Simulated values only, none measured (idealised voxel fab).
The following process module bears the name voxel capacitor over wiring.
Square cells of 5 nm make up the cross-section cut, whose width is 170 nm.
Cross-sections here: square-cell grids, written as top-down lists of bands, a band being one or more rows of cells. Read a band's entry like this: the first values are the height of its top and the height of its bottom in nm, and what follows is the sequence of materials from left to right, each with its width in nm. Note that "air" is empty space, and that a single material marked "throughout" reaches across the band from edge to edge. Measure heights from 0. That's the level where, below it, the as-received wafer is all one material. The lowest band is bottomless and extends downward; write it as in "from 0 down". The two numbers in a width such as "30 to 40" mark its ends across the band: the first belongs to the top row of cells, the second to the bottom row, and from each row to the next the width moves by the same amount. When a step is marked "changes: none", none of the cells in the cross-section changed during that step. Enclosed voids (no open way to top), threshold 8 cells or more, entry "Closed cavities", notation width x height at distance, distance from left edge, nm. What comes after the settings on a step's line is commentary from the simulator itself on that step. Regarding "overlay nm": on a step with a mask, it is the distance the mask lay to the right of its planned place; a negative value places it to the left.

# Below is the list of planned process steps
| 1 | RECEIVE with material Si |
| 2 | CONFORMAL_DEP with material SiO2, thk nm 15 |
| 3 | DIRECTIONAL_DEP with material TiN, thk nm 5 |
| 4 | DIRECTIONAL_DEP with material W, thk nm 20 |
| 5 | PATTERN with tone cover, mask id METAL_1, material resist, width nm 20, pitch nm 75, thk nm 15, overlay nm 0 |
| 6 | DIRECTIONAL_ETCH with etch materials W, depth nm 20 |
| 7 | DIRECTIONAL_ETCH with etch materials TiN, depth nm 5 |
| 8 | STRIP with etch materials resist |
| 9 | CONFORMAL_DEP with material SiCN, thk nm 5 |
| 10 | FILL_DEP with material lowk, thk nm 10 |
| 11 | CMP with height nm 40 |
| 12 | CONFORMAL_DEP with material SiCN, thk nm 5 |
| 13 | DIRECTIONAL_DEP with material lowk, thk nm 20 |
| 14 | MASKED_ETCH with tone open, mask id PLUG_1, width nm 15, etch materials lowk, depth nm 20, overlay nm 0 |
| 15 | MASKED_ETCH with tone open, mask id PLUG_1, width nm 15, etch materials SiCN, depth nm 5, overlay nm 0 |
| 16 | EPI with material Ru, thk nm 10 |
| 17 | EPI with material Ru, thk nm 10 |
| 18 | EPI with material Ru, thk nm 5 |
| 19 | DIRECTIONAL_DEP with material TiN, thk nm 10 |
| 20 | DIRECTIONAL_DEP with material SiN, thk nm 5 |
| 21 | DIRECTIONAL_DEP with material TiN, thk nm 5 |
| 22 | DIRECTIONAL_DEP with material aC, thk nm 15 |
| 23 | PATTERN with tone cover, mask id UPPER_PLATE, material resist, width nm 60, thk nm 30, overlay nm 0 |
| 24 | DIRECTIONAL_ETCH with etch materials aC, depth nm 15 |
| 25 | STRIP with etch materials resist |
| 26 | DIRECTIONAL_ETCH with etch materials TiN, depth nm 5 |
| 27 | DIRECTIONAL_ETCH with etch materials SiN, depth nm 5 |
| 28 | STRIP with etch materials aC |
| 29 | DIRECTIONAL_DEP with material aC, thk nm 15 |
| 30 | PATTERN with tone cover, mask id LOWER_PLATE, material resist, width nm 70, thk nm 30, overlay nm 0 |
| 31 | DIRECTIONAL_ETCH with etch materials aC, depth nm 15 |
| 32 | STRIP with etch materials resist |
| 33 | DIRECTIONAL_ETCH with etch materials TiN, depth nm 10 |
| 34 | STRIP with etch materials aC |
| 35 | FILL_DEP with material SiO2, thk nm 20 |
| 36 | CMP with height nm 100 |
| 37 | MASKED_ETCH with tone open, mask id PLUG_2, width nm 15, etch materials SiO2, depth nm 15, overlay nm 0 |
| 38 | CONFORMAL_DEP with material TiN, thk nm 5 |
| 39 | FILL_DEP with material W, thk nm 5 |
| 40 | CMP with height nm 100 |
| 41 | CONFORMAL_DEP with material SiCN, thk nm 5 |

# The first wafer of two, processed as planned

# Cross-section of the wafer upon arrival, representing the state reached after step 1
from 0 down  Si throughout
Closed cavities: none

# The wafer, seen in cross-section, after step 2
from 15 to 0  SiO2 throughout
For the remainder of the cross-section, below 0, there is no change.

# The wafer, seen in cross-section, after step 3
from 20 to 15  TiN throughout
For the remainder of the cross-section, below 15, there is no change.

# The wafer, seen in cross-section, after step 4
from 40 to 20  W throughout
For the remainder of the cross-section, below 20, there is no change.

# The wafer, seen in cross-section, after step 5
from 55 to 40  air: 35 / resist: 20 / air: 55 / resist: 20 / air: 40
For the remainder of the cross-section, below 40, there is no change.

# The wafer, seen in cross-section, after step 6
from 55 to 40  air: 35 / resist: 20 / air: 55 / resist: 20 / air: 40
from 40 to 20  air: 35 / W: 20 / air: 55 / W: 20 / air: 40
For the remainder of the cross-section, below 20, there is no change.

# The wafer, seen in cross-section, after step 7
from 55 to 40  air: 35 / resist: 20 / air: 55 / resist: 20 / air: 40
from 40 to 20  air: 35 / W: 20 / air: 55 / W: 20 / air: 40
from 20 to 15  air: 35 / TiN: 20 / air: 55 / TiN: 20 / air: 40
For the remainder of the cross-section, below 15, there is no change.

# The wafer, seen in cross-section, after step 8
from 40 to 20  air: 35 / W: 20 / air: 55 / W: 20 / air: 40
For the remainder of the cross-section, below 20, there is no change.

# The wafer, seen in cross-section, after step 9
from 45 to 40  air: 30 / SiCN: 30 / air: 45 / SiCN: 30 / air: 35
from 40 to 20  air: 30 / SiCN: 5 / W: 20 / SiCN: 5 / air: 45 / SiCN: 5 / W: 20 / SiCN: 5 / air: 35
from 20 to 15  SiCN: 35 / TiN: 20 / SiCN: 55 / TiN: 20 / SiCN: 40
For the remainder of the cross-section, below 15, there is no change.

# The wafer, seen in cross-section, after step 10
from 55 to 45  lowk throughout
from 45 to 40  lowk: 30 / SiCN: 30 / lowk: 45 / SiCN: 30 / lowk: 35
from 40 to 20  lowk: 30 / SiCN: 5 / W: 20 / SiCN: 5 / lowk: 45 / SiCN: 5 / W: 20 / SiCN: 5 / lowk: 35
For the remainder of the cross-section, below 20, there is no change.

# The wafer, seen in cross-section, after step 11
from 40 to 20  lowk: 30 / SiCN: 5 / W: 20 / SiCN: 5 / lowk: 45 / SiCN: 5 / W: 20 / SiCN: 5 / lowk: 35
For the remainder of the cross-section, below 20, there is no change.

# The wafer, seen in cross-section, after step 12
from 45 to 40  SiCN throughout
For the remainder of the cross-section, below 40, there is no change.

# The wafer, seen in cross-section, after step 13
from 65 to 45  lowk throughout
For the remainder of the cross-section, below 45, there is no change.

# The wafer, seen in cross-section, after step 14
from 65 to 45  lowk: 40 / air: 15 / lowk: 115
For the remainder of the cross-section, below 45, there is no change.

# The wafer, seen in cross-section, after step 15
from 65 to 45  lowk: 40 / air: 15 / lowk: 115
from 45 to 40  SiCN: 40 / air: 15 / SiCN: 115
For the remainder of the cross-section, below 40, there is no change.

# The wafer, seen in cross-section, after step 16
from 65 to 50  lowk: 40 / air: 15 / lowk: 115
from 50 to 45  lowk: 40 / Ru: 15 / lowk: 115
from 45 to 40  SiCN: 40 / Ru: 15 / SiCN: 115
For the remainder of the cross-section, below 40, there is no change.

# The wafer, seen in cross-section, after step 17
from 65 to 60  lowk: 40 / air: 15 / lowk: 115
from 60 to 45  lowk: 40 / Ru: 15 / lowk: 115
For the remainder of the cross-section, below 45, there is no change.

# The wafer, seen in cross-section, after step 18
from 65 to 45  lowk: 40 / Ru: 15 / lowk: 115
For the remainder of the cross-section, below 45, there is no change.

# The wafer, seen in cross-section, after step 19
from 75 to 65  TiN throughout
For the remainder of the cross-section, below 65, there is no change.

# The wafer, seen in cross-section, after step 20
from 80 to 75  SiN throughout
For the remainder of the cross-section, below 75, there is no change.

# The wafer, seen in cross-section, after step 21
from 85 to 80  TiN throughout
For the remainder of the cross-section, below 80, there is no change.

# The wafer, seen in cross-section, after step 22
from 100 to 85  aC throughout
For the remainder of the cross-section, below 85, there is no change.

# The wafer, seen in cross-section, after step 23
from 130 to 100  air: 40 / resist: 60 / air: 70
For the remainder of the cross-section, below 100, there is no change.

# The wafer, seen in cross-section, after step 24
from 115 to 100  air: 40 / resist: 60 / air: 70
from 100 to 85  air: 40 / aC: 60 / air: 70
For the remainder of the cross-section, below 85, there is no change.

# The wafer, seen in cross-section, after step 25
from 100 to 85  air: 40 / aC: 60 / air: 70
For the remainder of the cross-section, below 85, there is no change.

# The wafer, seen in cross-section, after step 26
from 100 to 85  air: 40 / aC: 60 / air: 70
from 85 to 80  air: 40 / TiN: 60 / air: 70
For the remainder of the cross-section, below 80, there is no change.

# The wafer, seen in cross-section, after step 27
from 100 to 85  air: 40 / aC: 60 / air: 70
from 85 to 80  air: 40 / TiN: 60 / air: 70
from 80 to 75  air: 40 / SiN: 60 / air: 70
For the remainder of the cross-section, below 75, there is no change.

# The wafer, seen in cross-section, after step 28
from 85 to 80  air: 40 / TiN: 60 / air: 70
For the remainder of the cross-section, below 80, there is no change.

# The wafer, seen in cross-section, after step 29
from 100 to 90  air: 40 / aC: 60 / air: 70
from 90 to 85  aC throughout
from 85 to 80  aC: 40 / TiN: 60 / aC: 70
from 80 to 75  aC: 40 / SiN: 60 / aC: 70
For the remainder of the cross-section, below 75, there is no change.

# The wafer, seen in cross-section, after step 30
from 130 to 100  air: 35 / resist: 70 / air: 65
from 100 to 90  air: 35 / resist: 5 / aC: 60 / resist: 5 / air: 65
For the remainder of the cross-section, below 90, there is no change.

# The wafer, seen in cross-section, after step 31
from 115 to 100  air: 35 / resist: 70 / air: 65
from 100 to 90  air: 35 / resist: 5 / aC: 60 / resist: 5 / air: 65
from 90 to 85  air: 35 / aC: 70 / air: 65
from 85 to 80  air: 35 / aC: 5 / TiN: 60 / aC: 5 / air: 65
from 80 to 75  air: 35 / aC: 5 / SiN: 60 / aC: 5 / air: 65
For the remainder of the cross-section, below 75, there is no change.

# The wafer, seen in cross-section, after step 32
from 100 to 90  air: 40 / aC: 60 / air: 70
For the remainder of the cross-section, below 90, there is no change.

# The wafer, seen in cross-section, after step 33
from 100 to 90  air: 40 / aC: 60 / air: 70
from 90 to 85  air: 35 / aC: 70 / air: 65
from 85 to 80  air: 35 / aC: 5 / TiN: 60 / aC: 5 / air: 65
from 80 to 75  air: 35 / aC: 5 / SiN: 60 / aC: 5 / air: 65
from 75 to 65  air: 35 / TiN: 70 / air: 65
For the remainder of the cross-section, below 65, there is no change.

# The wafer, seen in cross-section, after step 34
from 85 to 80  air: 40 / TiN: 60 / air: 70
from 80 to 75  air: 40 / SiN: 60 / air: 70
For the remainder of the cross-section, below 75, there is no change.

# The wafer, seen in cross-section, after step 35
from 105 to 85  SiO2 throughout
from 85 to 80  SiO2: 40 / TiN: 60 / SiO2: 70
from 80 to 75  SiO2: 40 / SiN: 60 / SiO2: 70
from 75 to 65  SiO2: 35 / TiN: 70 / SiO2: 65
For the remainder of the cross-section, below 65, there is no change.

# The wafer, seen in cross-section, after step 36
from 100 to 85  SiO2 throughout
For the remainder of the cross-section, below 85, there is no change.

# The wafer, seen in cross-section, after step 37
from 100 to 85  SiO2: 50 / air: 15 / SiO2: 105
For the remainder of the cross-section, below 85, there is no change.

# The wafer, seen in cross-section, after step 38
from 105 to 100  TiN: 55 / air: 5 / TiN: 110
from 100 to 90  SiO2: 50 / TiN: 5 / air: 5 / TiN: 5 / SiO2: 105
from 90 to 80  SiO2: 50 to 40 / TiN: 15 to 60 / SiO2: 105 to 70
For the remainder of the cross-section, below 80, there is no change.

# The wafer, seen in cross-section, after step 39
from 110 to 105  W throughout
from 105 to 100  TiN: 55 / W: 5 / TiN: 110
from 100 to 90  SiO2: 50 / TiN: 5 / W: 5 / TiN: 5 / SiO2: 105
For the remainder of the cross-section, below 90, there is no change.

# The wafer, seen in cross-section, after step 40
from 100 to 90  SiO2: 50 / TiN: 5 / W: 5 / TiN: 5 / SiO2: 105
For the remainder of the cross-section, below 90, there is no change.

# The wafer, seen in cross-section, after step 41
from 105 to 100  SiCN throughout
For the remainder of the cross-section, below 100, there is no change.

# Wafer two. Same start, same plan, one slip in execution. Same as wafer one through step 39, inclusive

# At the planned end of step 40, the second wafer in cross-section
from 95 to 90  SiO2: 50 / TiN: 5 / W: 5 / TiN: 5 / SiO2: 105
For the remainder of the cross-section, below 90, there is no change.

# At the planned end of step 41, the second wafer in cross-section
from 100 to 95  SiCN throughout
For the remainder of the cross-section, below 95, there is no change.
Here's what went sideways: note that step 40 departed from the planned setting and was carried out as CMP with height nm 95
Final tally in cells, some materials are higher or lower on the second wafer than on the first: 31 fewer of SiO2, 2 fewer of TiN, 1 fewer of W
